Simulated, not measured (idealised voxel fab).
process module | voxel double patterning
cross-section cut | 175 nm wide | cells 5 nm
A cross-section is a grid of square cells, given in bands from the top down. A band is one or more rows of cells.
Each band's line starts with the height of the band's top and of its bottom, in nm. Then come its materials from left to right, each with its width in nm. One material with "throughout" fills the band from edge to edge. "air" is empty space.
Height 0 is the level under which the wafer as received is all one material. The lowest band goes on downwards, as in "0 down".
A width such as "30 to 40" changes by the same amount from each row of cells to the next, from the band's top row to its bottom row.
"no change" after a step means that no cell of the cross-section changed.
closed voids: empty space of 8 cells or more with no open way to the top, each as width x height at its distance from the left edge, in nm
after a step's settings: what the simulator itself notes on the step
overlay nm, on a step with a mask: how far to the right of its planned place the mask lay; to the left if negative
Each pair below shows a cross-section before one step and the cross-section after it, down to the lowest band that changed. The line under each pair gives the step between them, with its settings. The pairs can come from different runs of this module on the same starting wafer, so a pair continues from the pair above only where its "before" says so.
before
  0 down: Si throughout
  closed voids: none
after
  10 to 0: SiN throughout
  below 0: unchanged
  closed voids: none
the step between: op CONFORMAL_DEP | material SiN | thk nm 10
before: the cross-section after the pair above
after
  25 to 10: SiO2 throughout
  below 10: unchanged
  closed voids: none
the step between: op DIRECTIONAL_DEP | material SiO2 | thk nm 15
before: the cross-section after the pair above
after
  35 to 25: SiCN throughout
  below 25: unchanged
  closed voids: none
the step between: op DIRECTIONAL_DEP | material SiCN | thk nm 10
before: the cross-section after the pair above
after
  45 to 35: aC throughout
  below 35: unchanged
  closed voids: none
the step between: op DIRECTIONAL_DEP | material aC | thk nm 10
before: the cross-section after the pair above
after
  75 to 45: resist 30 | air 15 | resist 35 | air 15 | resist 35 | air 15 | resist 30
  below 45: unchanged
  closed voids: none
the step between: op PATTERN | tone open | mask id FIRST | material resist | width nm 15 | pitch nm 50 | thk nm 30 | overlay nm 0
before: the cross-section after the pair above
after
  65 to 45: resist 30 | air 15 | resist 35 | air 15 | resist 35 | air 15 | resist 30
  45 to 35: aC 30 | air 15 | aC 35 | air 15 | aC 35 | air 15 | aC 30
  below 35: unchanged
  closed voids: none
the step between: op DIRECTIONAL_ETCH | etch materials aC | depth nm 10
before: the cross-section after the pair above
after
  45 to 35: aC 30 | air 15 | aC 35 | air 15 | aC 35 | air 15 | aC 30
  below 35: unchanged
  closed voids: none
the step between: op STRIP | etch materials resist
before: the cross-section after the pair above
after
  45 to 35: aC 30 | air 15 | aC 35 | air 15 | aC 35 | air 15 | aC 30
  35 to 25: SiCN 30 | air 15 | SiCN 35 | air 15 | SiCN 35 | air 15 | SiCN 30
  below 25: unchanged
  closed voids: none
the step between: op DIRECTIONAL_ETCH | etch materials SiCN | depth nm 10
before: the cross-section after the pair above
after
  35 to 25: SiCN 30 | air 15 | SiCN 35 | air 15 | SiCN 35 | air 15 | SiCN 30
  below 25: unchanged
  closed voids: none
the step between: op STRIP | etch materials aC
before: the cross-section after the pair above
after
  35 to 25: SiCN 30 | air 15 | SiCN 10 | air 15 | SiCN 10 | air 15 | SiCN 10 | air 15 | SiCN 10 | air 15 | SiCN 30
  below 25: unchanged
  closed voids: none
the step between: op MASKED_ETCH | tone open | mask id SECOND | width nm 15 | pitch nm 50 | etch materials SiCN | depth nm 10 | overlay nm 0
before: the cross-section after the pair above
after
  35 to 25: SiCN 30 | air 15 | SiCN 10 | air 15 | SiCN 10 | air 15 | SiCN 10 | air 15 | SiCN 10 | air 15 | SiCN 30
  25 to 10: SiO2 30 | air 15 | SiO2 10 | air 15 | SiO2 10 | air 15 | SiO2 10 | air 15 | SiO2 10 | air 15 | SiO2 30
  below 10: unchanged
  closed voids: none
the step between: op DIRECTIONAL_ETCH | etch materials SiO2 | depth nm 15
before: the cross-section after the pair above
after
  25 to 10: SiO2 30 | air 15 | SiO2 10 | air 15 | SiO2 10 | air 15 | SiO2 10 | air 15 | SiO2 10 | air 15 | SiO2 30
  below 10: unchanged
  closed voids: none
the step between: op STRIP | etch materials SiCN
before
  0 down: Si throughout
  closed voids: none
after
  15 to 0: SiO2 throughout
  below 0: unchanged
  closed voids: none
the step between: op DIRECTIONAL_DEP | material SiO2 | thk nm 15
before: the cross-section after the pair above
after
  25 to 15: SiCN throughout
  below 15: unchanged
  closed voids: none
the step between: op DIRECTIONAL_DEP | material SiCN | thk nm 10
before: the cross-section after the pair above
after
  35 to 25: aC throughout
  below 25: unchanged
  closed voids: none
the step between: op DIRECTIONAL_DEP | material aC | thk nm 10
before: the cross-section after the pair above
after
  65 to 35: resist 30 | air 15 | resist 35 | air 15 | resist 35 | air 15 | resist 30
  below 35: unchanged
  closed voids: none
the step between: op PATTERN | tone open | mask id FIRST | material resist | width nm 15 | pitch nm 50 | thk nm 30 | overlay nm 0
before: the cross-section after the pair above
after
  55 to 35: resist 30 | air 15 | resist 35 | air 15 | resist 35 | air 15 | resist 30
  35 to 25: aC 30 | air 15 | aC 35 | air 15 | aC 35 | air 15 | aC 30
  below 25: unchanged
  closed voids: none
the step between: op DIRECTIONAL_ETCH | etch materials aC | depth nm 10
before: the cross-section after the pair above
after
  35 to 25: aC 30 | air 15 | aC 35 | air 15 | aC 35 | air 15 | aC 30
  below 25: unchanged
  closed voids: none
the step between: op STRIP | etch materials resist
before: the cross-section after the pair above
after
  35 to 25: aC 30 | air 15 | aC 35 | air 15 | aC 35 | air 15 | aC 30
  25 to 15: SiCN 30 | air 15 | SiCN 35 | air 15 | SiCN 35 | air 15 | SiCN 30
  below 15: unchanged
  closed voids: none
the step between: op DIRECTIONAL_ETCH | etch materials SiCN | depth nm 10
before: the cross-section after the pair above
after
  25 to 15: SiCN 30 | air 15 | SiCN 35 | air 15 | SiCN 35 | air 15 | SiCN 30
  below 15: unchanged
  closed voids: none
the step between: op STRIP | etch materials aC
before: the cross-section after the pair above
after
  25 to 15: SiCN 30 | air 15 | SiCN 10 | air 15 | SiCN 10 | air 15 | SiCN 10 | air 15 | SiCN 10 | air 15 | SiCN 30
  below 15: unchanged
  closed voids: none
the step between: op MASKED_ETCH | tone open | mask id SECOND | width nm 15 | pitch nm 50 | etch materials SiCN | depth nm 10 | overlay nm 0
before: the cross-section after the pair above
after
  25 to 15: SiCN 30 | air 15 | SiCN 10 | air 15 | SiCN 10 | air 15 | SiCN 10 | air 15 | SiCN 10 | air 15 | SiCN 30
  15 to 0: SiO2 30 | air 15 | SiO2 10 | air 15 | SiO2 10 | air 15 | SiO2 10 | air 15 | SiO2 10 | air 15 | SiO2 30
  below 0: unchanged
  closed voids: none
the step between: op DIRECTIONAL_ETCH | etch materials SiO2 | depth nm 15
before: the cross-section after the pair above
after
  15 to 0: SiO2 30 | air 15 | SiO2 10 | air 15 | SiO2 10 | air 15 | SiO2 10 | air 15 | SiO2 10 | air 15 | SiO2 30
  below 0: unchanged
  closed voids: none
the step between: op STRIP | etch materials SiCN
before
  25 to 10: SiO2 throughout
  10 to 0: SiN throughout
  0 down: Si throughout
  closed voids: none
after
  40 to 10: SiO2 throughout
  below 10: unchanged
  closed voids: none
the step between: op DIRECTIONAL_DEP | material SiO2 | thk nm 15
before: the cross-section after the pair above
after
  50 to 40: SiCN throughout
  below 40: unchanged
  closed voids: none
the step between: op DIRECTIONAL_DEP | material SiCN | thk nm 10
before: the cross-section after the pair above
after
  60 to 50: aC throughout
  below 50: unchanged
  closed voids: none
the step between: op DIRECTIONAL_DEP | material aC | thk nm 10
before: the cross-section after the pair above
after
  90 to 60: resist 30 | air 15 | resist 35 | air 15 | resist 35 | air 15 | resist 30
  below 60: unchanged
  closed voids: none
the step between: op PATTERN | tone open | mask id FIRST | material resist | width nm 15 | pitch nm 50 | thk nm 30 | overlay nm 0
before: the cross-section after the pair above
after
  80 to 60: resist 30 | air 15 | resist 35 | air 15 | resist 35 | air 15 | resist 30
  60 to 50: aC 30 | air 15 | aC 35 | air 15 | aC 35 | air 15 | aC 30
  below 50: unchanged
  closed voids: none
the step between: op DIRECTIONAL_ETCH | etch materials aC | depth nm 10
before: the cross-section after the pair above
after
  60 to 50: aC 30 | air 15 | aC 35 | air 15 | aC 35 | air 15 | aC 30
  below 50: unchanged
  closed voids: none
the step between: op STRIP | etch materials resist
before: the cross-section after the pair above
after
  60 to 50: aC 30 | air 15 | aC 35 | air 15 | aC 35 | air 15 | aC 30
  50 to 40: SiCN 30 | air 15 | SiCN 35 | air 15 | SiCN 35 | air 15 | SiCN 30
  below 40: unchanged
  closed voids: none
the step between: op DIRECTIONAL_ETCH | etch materials SiCN | depth nm 10
before: the cross-section after the pair above
after
  50 to 40: SiCN 30 | air 15 | SiCN 35 | air 15 | SiCN 35 | air 15 | SiCN 30
  below 40: unchanged
  closed voids: none
the step between: op STRIP | etch materials aC
before: the cross-section after the pair above
after
  50 to 40: SiCN 30 | air 15 | SiCN 10 | air 15 | SiCN 10 | air 15 | SiCN 10 | air 15 | SiCN 10 | air 15 | SiCN 30
  below 40: unchanged
  closed voids: none
the step between: op MASKED_ETCH | tone open | mask id SECOND | width nm 15 | pitch nm 50 | etch materials SiCN | depth nm 10 | overlay nm 0
before: the cross-section after the pair above
after
  50 to 40: SiCN 30 | air 15 | SiCN 10 | air 15 | SiCN 10 | air 15 | SiCN 10 | air 15 | SiCN 10 | air 15 | SiCN 30
  40 to 25: SiO2 30 | air 15 | SiO2 10 | air 15 | SiO2 10 | air 15 | SiO2 10 | air 15 | SiO2 10 | air 15 | SiO2 30
  below 25: unchanged
  closed voids: none
the step between: op DIRECTIONAL_ETCH | etch materials SiO2 | depth nm 15
before: the cross-section after the pair above
after
  40 to 25: SiO2 30 | air 15 | SiO2 10 | air 15 | SiO2 10 | air 15 | SiO2 10 | air 15 | SiO2 10 | air 15 | SiO2 30
  below 25: unchanged
  closed voids: none
the step between: op STRIP | etch materials SiCN
before
  15 to 0: SiO2 throughout
  0 down: Si throughout
  closed voids: none
after
  25 to 15: SiN throughout
  below 15: unchanged
  closed voids: none
the step between: op CONFORMAL_DEP | material SiN | thk nm 10
before: the cross-section after the pair above
after
  35 to 25: SiCN throughout
  below 25: unchanged
  closed voids: none
the step between: op DIRECTIONAL_DEP | material SiCN | thk nm 10
before: the cross-section after the pair above
after
  45 to 35: aC throughout
  below 35: unchanged
  closed voids: none
the step between: op DIRECTIONAL_DEP | material aC | thk nm 10
before: the cross-section after the pair above
after
  75 to 45: resist 30 | air 15 | resist 35 | air 15 | resist 35 | air 15 | resist 30
  below 45: unchanged
  closed voids: none
the step between: op PATTERN | tone open | mask id FIRST | material resist | width nm 15 | pitch nm 50 | thk nm 30 | overlay nm 0
before: the cross-section after the pair above
after
  65 to 45: resist 30 | air 15 | resist 35 | air 15 | resist 35 | air 15 | resist 30
  45 to 35: aC 30 | air 15 | aC 35 | air 15 | aC 35 | air 15 | aC 30
  below 35: unchanged
  closed voids: none
the step between: op DIRECTIONAL_ETCH | etch materials aC | depth nm 10
before: the cross-section after the pair above
after
  45 to 35: aC 30 | air 15 | aC 35 | air 15 | aC 35 | air 15 | aC 30
  below 35: unchanged
  closed voids: none
the step between: op STRIP | etch materials resist
before: the cross-section after the pair above
after
  45 to 35: aC 30 | air 15 | aC 35 | air 15 | aC 35 | air 15 | aC 30
  35 to 25: SiCN 30 | air 15 | SiCN 35 | air 15 | SiCN 35 | air 15 | SiCN 30
  below 25: unchanged
  closed voids: none
the step between: op DIRECTIONAL_ETCH | etch materials SiCN | depth nm 10
before: the cross-section after the pair above
after
  35 to 25: SiCN 30 | air 15 | SiCN 35 | air 15 | SiCN 35 | air 15 | SiCN 30
  below 25: unchanged
  closed voids: none
the step between: op STRIP | etch materials aC
before: the cross-section after the pair above
after
  35 to 25: SiCN 30 | air 15 | SiCN 10 | air 15 | SiCN 10 | air 15 | SiCN 10 | air 15 | SiCN 10 | air 15 | SiCN 30
  below 25: unchanged
  closed voids: none
the step between: op MASKED_ETCH | tone open | mask id SECOND | width nm 15 | pitch nm 50 | etch materials SiCN | depth nm 10 | overlay nm 0
before: the cross-section after the pair above
after
  25 to 15: SiN throughout
  below 15: unchanged
  closed voids: none
the step between: op STRIP | etch materials SiCN
before
  10 to 0: SiN throughout
  0 down: Si throughout
  closed voids: none
after
  30 to 10: SiO2 throughout
  below 10: unchanged
  closed voids: none
the step between: op DIRECTIONAL_DEP | material SiO2 | thk nm 20
before: the cross-section after the pair above
after
  40 to 30: SiCN throughout
  below 30: unchanged
  closed voids: none
the step between: op DIRECTIONAL_DEP | material SiCN | thk nm 10
before: the cross-section after the pair above
after
  50 to 40: aC throughout
  below 40: unchanged
  closed voids: none
the step between: op DIRECTIONAL_DEP | material aC | thk nm 10
before: the cross-section after the pair above
after
  80 to 50: resist 30 | air 15 | resist 35 | air 15 | resist 35 | air 15 | resist 30
  below 50: unchanged
  closed voids: none
the step between: op PATTERN | tone open | mask id FIRST | material resist | width nm 15 | pitch nm 50 | thk nm 30 | overlay nm 0
before: the cross-section after the pair above
after
  70 to 50: resist 30 | air 15 | resist 35 | air 15 | resist 35 | air 15 | resist 30
  50 to 40: aC 30 | air 15 | aC 35 | air 15 | aC 35 | air 15 | aC 30
  below 40: unchanged
  closed voids: none
the step between: op DIRECTIONAL_ETCH | etch materials aC | depth nm 10
before: the cross-section after the pair above
after
  50 to 40: aC 30 | air 15 | aC 35 | air 15 | aC 35 | air 15 | aC 30
  below 40: unchanged
  closed voids: none
the step between: op STRIP | etch materials resist
before: the cross-section after the pair above
after
  50 to 40: aC 30 | air 15 | aC 35 | air 15 | aC 35 | air 15 | aC 30
  40 to 30: SiCN 30 | air 15 | SiCN 35 | air 15 | SiCN 35 | air 15 | SiCN 30
  below 30: unchanged
  closed voids: none
the step between: op DIRECTIONAL_ETCH | etch materials SiCN | depth nm 10
before: the cross-section after the pair above
after
  40 to 30: SiCN 30 | air 15 | SiCN 35 | air 15 | SiCN 35 | air 15 | SiCN 30
  below 30: unchanged
  closed voids: none
the step between: op STRIP | etch materials aC
before: the cross-section after the pair above
after
  40 to 30: SiCN 30 | air 15 | SiCN 10 | air 15 | SiCN 10 | air 15 | SiCN 10 | air 15 | SiCN 10 | air 15 | SiCN 30
  below 30: unchanged
  closed voids: none
the step between: op MASKED_ETCH | tone open | mask id SECOND | width nm 15 | pitch nm 50 | etch materials SiCN | depth nm 10 | overlay nm 0
before: the cross-section after the pair above
after
  40 to 30: SiCN 30 | air 15 | SiCN 10 | air 15 | SiCN 10 | air 15 | SiCN 10 | air 15 | SiCN 10 | air 15 | SiCN 30
  30 to 15: SiO2 30 | air 15 | SiO2 10 | air 15 | SiO2 10 | air 15 | SiO2 10 | air 15 | SiO2 10 | air 15 | SiO2 30
  below 15: unchanged
  closed voids: none
the step between: op DIRECTIONAL_ETCH | etch materials SiO2 | depth nm 15
before: the cross-section after the pair above
after
  30 to 15: SiO2 30 | air 15 | SiO2 10 | air 15 | SiO2 10 | air 15 | SiO2 10 | air 15 | SiO2 10 | air 15 | SiO2 30
  below 15: unchanged
  closed voids: none
the step between: op STRIP | etch materials SiCN
before
  35 to 25: SiCN 30 | air 15 | SiCN 35 | air 15 | SiCN 35 | air 15 | SiCN 30
  25 to 10: SiO2 throughout
  10 to 0: SiN throughout
  0 down: Si throughout
  closed voids: none
after
  35 to 25: SiCN 30 | air 15 | SiCN 5 | air 25 | SiCN 5 | air 15 | SiCN 5 | air 25 | SiCN 5 | air 15 | SiCN 30
  below 25: unchanged
  closed voids: none
the step between: op MASKED_ETCH | tone open | mask id SECOND | width nm 25 | pitch nm 50 | etch materials SiCN | depth nm 10 | overlay nm 0
before: the cross-section after the pair above
after
  35 to 25: SiCN 30 | air 15 | SiCN 5 | air 25 | SiCN 5 | air 15 | SiCN 5 | air 25 | SiCN 5 | air 15 | SiCN 30
  25 to 10: SiO2 30 | air 15 | SiO2 5 | air 25 | SiO2 5 | air 15 | SiO2 5 | air 25 | SiO2 5 | air 15 | SiO2 30
  below 10: unchanged
  closed voids: none
the step between: op DIRECTIONAL_ETCH | etch materials SiO2 | depth nm 15
before: the cross-section after the pair above
after
  25 to 10: SiO2 30 | air 15 | SiO2 5 | air 25 | SiO2 5 | air 15 | SiO2 5 | air 25 | SiO2 5 | air 15 | SiO2 30
  below 10: unchanged
  closed voids: none
the step between: op STRIP | etch materials SiCN
before
  35 to 25: SiCN 30 | air 15 | SiCN 35 | air 15 | SiCN 35 | air 15 | SiCN 30
  25 to 10: SiO2 throughout
  10 to 0: SiN throughout
  0 down: Si throughout
  closed voids: none
after
  35 to 25: SiCN 30 | air 15 | SiCN 15 | air 15 | SiCN 5 | air 15 | SiCN 15 | air 15 | SiCN 5 | air 15 | SiCN 30
  below 25: unchanged
  closed voids: none
the step between: op MASKED_ETCH | tone open | mask id SECOND | width nm 15 | pitch nm 50 | etch materials SiCN | depth nm 10 | overlay nm 5
before: the cross-section after the pair above
after
  35 to 25: SiCN 30 | air 15 | SiCN 15 | air 15 | SiCN 5 | air 15 | SiCN 15 | air 15 | SiCN 5 | air 15 | SiCN 30
  25 to 10: SiO2 30 | air 15 | SiO2 15 | air 15 | SiO2 5 | air 15 | SiO2 15 | air 15 | SiO2 5 | air 15 | SiO2 30
  below 10: unchanged
  closed voids: none
the step between: op DIRECTIONAL_ETCH | etch materials SiO2 | depth nm 15
before: the cross-section after the pair above
after
  25 to 10: SiO2 30 | air 15 | SiO2 15 | air 15 | SiO2 5 | air 15 | SiO2 15 | air 15 | SiO2 5 | air 15 | SiO2 30
  below 10: unchanged
  closed voids: none
the step between: op STRIP | etch materials SiCN
before
  0 down: Si throughout
  closed voids: none
after
  10 to 0: SiO2 throughout
  below 0: unchanged
  closed voids: none
the step between: op CONFORMAL_DEP | material SiO2 | thk nm 10
before: the cross-section after the pair above
after
  25 to 0: SiO2 throughout
  below 0: unchanged
  closed voids: none
the step between: op DIRECTIONAL_DEP | material SiO2 | thk nm 15
before: the cross-section after the pair above
after
  35 to 25: SiCN throughout
  below 25: unchanged
  closed voids: none
the step between: op DIRECTIONAL_DEP | material SiCN | thk nm 10
before: the cross-section after the pair above
after
  45 to 35: aC throughout
  below 35: unchanged
  closed voids: none
the step between: op DIRECTIONAL_DEP | material aC | thk nm 10
before: the cross-section after the pair above
after
  75 to 45: resist 30 | air 15 | resist 35 | air 15 | resist 35 | air 15 | resist 30
  below 45: unchanged
  closed voids: none
the step between: op PATTERN | tone open | mask id FIRST | material resist | width nm 15 | pitch nm 50 | thk nm 30 | overlay nm 0
before: the cross-section after the pair above
after
  65 to 45: resist 30 | air 15 | resist 35 | air 15 | resist 35 | air 15 | resist 30
  45 to 35: aC 30 | air 15 | aC 35 | air 15 | aC 35 | air 15 | aC 30
  below 35: unchanged
  closed voids: none
the step between: op DIRECTIONAL_ETCH | etch materials aC | depth nm 10
before: the cross-section after the pair above
after
  45 to 35: aC 30 | air 15 | aC 35 | air 15 | aC 35 | air 15 | aC 30
  below 35: unchanged
  closed voids: none
the step between: op STRIP | etch materials resist
before: the cross-section after the pair above
after
  45 to 35: aC 30 | air 15 | aC 35 | air 15 | aC 35 | air 15 | aC 30
  35 to 25: SiCN 30 | air 15 | SiCN 35 | air 15 | SiCN 35 | air 15 | SiCN 30
  below 25: unchanged
  closed voids: none
the step between: op DIRECTIONAL_ETCH | etch materials SiCN | depth nm 10
before: the cross-section after the pair above
after
  35 to 25: SiCN 30 | air 15 | SiCN 35 | air 15 | SiCN 35 | air 15 | SiCN 30
  below 25: unchanged
  closed voids: none
the step between: op STRIP | etch materials aC
before: the cross-section after the pair above
after
  35 to 25: SiCN 30 | air 15 | SiCN 10 | air 15 | SiCN 10 | air 15 | SiCN 10 | air 15 | SiCN 10 | air 15 | SiCN 30
  below 25: unchanged
  closed voids: none
the step between: op MASKED_ETCH | tone open | mask id SECOND | width nm 15 | pitch nm 50 | etch materials SiCN | depth nm 10 | overlay nm 0
before: the cross-section after the pair above
after
  35 to 25: SiCN 30 | air 15 | SiCN 10 | air 15 | SiCN 10 | air 15 | SiCN 10 | air 15 | SiCN 10 | air 15 | SiCN 30
  25 to 10: SiO2 30 | air 15 | SiO2 10 | air 15 | SiO2 10 | air 15 | SiO2 10 | air 15 | SiO2 10 | air 15 | SiO2 30
  below 10: unchanged
  closed voids: none
the step between: op DIRECTIONAL_ETCH | etch materials SiO2 | depth nm 15
before: the cross-section after the pair above
after
  25 to 10: SiO2 30 | air 15 | SiO2 10 | air 15 | SiO2 10 | air 15 | SiO2 10 | air 15 | SiO2 10 | air 15 | SiO2 30
  below 10: unchanged
  closed voids: none
the step between: op STRIP | etch materials SiCN
before
  45 to 35: aC throughout
  35 to 25: SiCN throughout
  25 to 10: SiO2 throughout
  10 to 0: SiN throughout
  0 down: Si throughout
  closed voids: none
after
  75 to 45: air 30 | resist 15 | air 35 | resist 15 | air 35 | resist 15 | air 30
  below 45: unchanged
  closed voids: none
the step between: op PATTERN | tone cover | mask id FIRST | material resist | width nm 15 | pitch nm 50 | thk nm 30 | overlay nm 0
before: the cross-section after the pair above
after
  65 to 45: air 30 | resist 15 | air 35 | resist 15 | air 35 | resist 15 | air 30
  45 to 35: air 30 | aC 15 | air 35 | aC 15 | air 35 | aC 15 | air 30
  below 35: unchanged
  closed voids: none
the step between: op DIRECTIONAL_ETCH | etch materials aC | depth nm 10
before: the cross-section after the pair above
after
  45 to 35: air 30 | aC 15 | air 35 | aC 15 | air 35 | aC 15 | air 30
  below 35: unchanged
  closed voids: none
the step between: op STRIP | etch materials resist
before: the cross-section after the pair above
after
  45 to 35: air 30 | aC 15 | air 35 | aC 15 | air 35 | aC 15 | air 30
  35 to 25: air 30 | SiCN 15 | air 35 | SiCN 15 | air 35 | SiCN 15 | air 30
  below 25: unchanged
  closed voids: none
the step between: op DIRECTIONAL_ETCH | etch materials SiCN | depth nm 10
before: the cross-section after the pair above
after
  35 to 25: air 30 | SiCN 15 | air 35 | SiCN 15 | air 35 | SiCN 15 | air 30
  below 25: unchanged
  closed voids: none
the step between: op STRIP | etch materials aC
before: the cross-section after the pair above
after
  35 to 25: air 30 | SiCN 15 | air 35 | SiCN 15 | air 35 | SiCN 15 | air 30
  25 to 10: air 30 | SiO2 15 | air 35 | SiO2 15 | air 35 | SiO2 15 | air 30
  below 10: unchanged
  closed voids: none
the step between: op DIRECTIONAL_ETCH | etch materials SiO2 | depth nm 15
before: the cross-section after the pair above
after
  25 to 10: air 30 | SiO2 15 | air 35 | SiO2 15 | air 35 | SiO2 15 | air 30
  below 10: unchanged
  closed voids: none
the step between: op STRIP | etch materials SiCN
